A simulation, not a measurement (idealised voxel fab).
process module | voxel wiring stack
cross-section cut | 190 nm wide | cells 5 nm
A cross-section is a grid of square cells, given in bands from the top down. A band is one or more rows of cells.
Each band's line starts with the height of the band's top and of its bottom, in nm. Then come its materials from left to right, each with its width in nm. One material with "throughout" fills the band from edge to edge. "air" is empty space.
Height 0 is the level under which the wafer as received is all one material. The lowest band goes on downwards, as in "0 down".
A width such as "30 to 40" changes by the same amount from each row of cells to the next, from the band's top row to its bottom row.
"no change" after a step means that no cell of the cross-section changed.
closed voids: empty space of 8 cells or more with no open way to the top, each as width x height at its distance from the left edge, in nm
after a step's settings: what the simulator itself notes on the step
overlay nm, on a step with a mask: how far to the right of its planned place the mask lay; to the left if negative
plan
1 op RECEIVE | material Si
2 op CONFORMAL_DEP | material SiO2 | thk nm 10
3 op DIRECTIONAL_DEP | material TiN | thk nm 5
4 op DIRECTIONAL_DEP | material Ru | thk nm 20
5 op MASKED_ETCH | tone cover | mask id METAL_1 | width nm 25 | pitch nm 40 | etch materials Ru | depth nm 20 | overlay nm 0
6 op MASKED_ETCH | tone cover | mask id METAL_1 | width nm 25 | pitch nm 40 | etch materials TiN | depth nm 5 | overlay nm 0
7 op FILL_DEP | material SiO2 | thk nm 10
8 op CMP | height nm 35
9 op CONFORMAL_DEP | material SiCN | thk nm 5
10 op DIRECTIONAL_DEP | material lowk | thk nm 30
11 op PATTERN | tone open | mask id METAL_2_HOLES | material resist | width nm 15 | thk nm 20 | overlay nm 0
12 op DIRECTIONAL_ETCH | etch materials lowk | depth nm 30
13 op STRIP | etch materials resist
14 op DIRECTIONAL_DEP | material aC | thk nm 10
15 op PATTERN | tone open | mask id METAL_2 | material resist | width nm 25 | pitch nm 40 | thk nm 30 | overlay nm 0
16 op DIRECTIONAL_ETCH | etch materials aC | depth nm 10
17 op STRIP | etch materials resist
18 op DIRECTIONAL_ETCH | etch materials lowk | depth nm 20
19 op DIRECTIONAL_ETCH | etch materials SiCN | depth nm 5
20 op STRIP | etch materials aC
21 op CONFORMAL_DEP | material TiN | thk nm 5
22 op FILL_DEP | material Cu | thk nm 10
23 op CMP | height nm 70
24 op CONFORMAL_DEP | material SiCN | thk nm 5
25 op DIRECTIONAL_DEP | material SiO2 | thk nm 35
26 op MASKED_ETCH | tone open | mask id METAL_3 | width nm 25 | pitch nm 40 | etch materials SiO2 | depth nm 20 | overlay nm 0
27 op DIRECTIONAL_DEP | material aC | thk nm 5
28 op PATTERN | tone open | mask id METAL_3_HOLES | material resist | width nm 15 | pitch nm 40 | thk nm 25 | overlay nm 0
29 op DIRECTIONAL_ETCH | etch materials aC | depth nm 10
30 op STRIP | etch materials resist
31 op DIRECTIONAL_ETCH | etch materials SiO2 | depth nm 15
32 op DIRECTIONAL_ETCH | etch materials SiCN | depth nm 5
33 op STRIP | etch materials aC
34 op CONFORMAL_DEP | material TiN | thk nm 5
35 op FILL_DEP | material Ru | thk nm 10
36 op CMP | height nm 110
37 op CONFORMAL_DEP | material SiCN | thk nm 5
38 op DIRECTIONAL_DEP | material SiO2 | thk nm 25
39 op PATTERN | tone open | mask id METAL_4 | material resist | width nm 25 | pitch nm 40 | thk nm 15 | overlay nm 0
40 op DIRECTIONAL_ETCH | etch materials SiO2 | depth nm 15
41 op STRIP | etch materials resist
42 op MASKED_ETCH | tone open | mask id METAL_4_HOLES | width nm 15 | etch materials SiO2 | depth nm 10 | overlay nm 0
43 op MASKED_ETCH | tone open | mask id METAL_4_HOLES | width nm 15 | etch materials SiCN | depth nm 5 | overlay nm 0
44 op CONFORMAL_DEP | material TiN | thk nm 5
45 op FILL_DEP | material Cu | thk nm 5
46 op CMP | height nm 140
47 op CONFORMAL_DEP | material SiCN | thk nm 5
varied across the wafers: thk nm of step 27. The plan shows the first wafer's value. All wafers start alike
first wafer as received, after step 1
  0 down: Si throughout
  closed voids: none
each wafer at the end: cells of each material gained (+) or lost (-) since it was received, then its closed voids
thk nm 5 | +36 Cu | +66 Ru | +140 SiCN | +578 SiO2 | +100 TiN | +182 lowk | closed voids: none
thk nm 10 | +36 Cu | +66 Ru | +140 SiCN | +578 SiO2 | +100 TiN | +182 lowk | closed voids: none
thk nm 15 | +36 Cu | +58 Ru | +146 SiCN | +596 SiO2 | +84 TiN | +182 lowk | closed voids: none
thk nm 20 | +36 Cu | +58 Ru | +146 SiCN | +596 SiO2 | +84 TiN | +182 lowk | closed voids: none
thk nm 25 | +36 Cu | +58 Ru | +146 SiCN | +596 SiO2 | +84 TiN | +182 lowk | closed voids: none
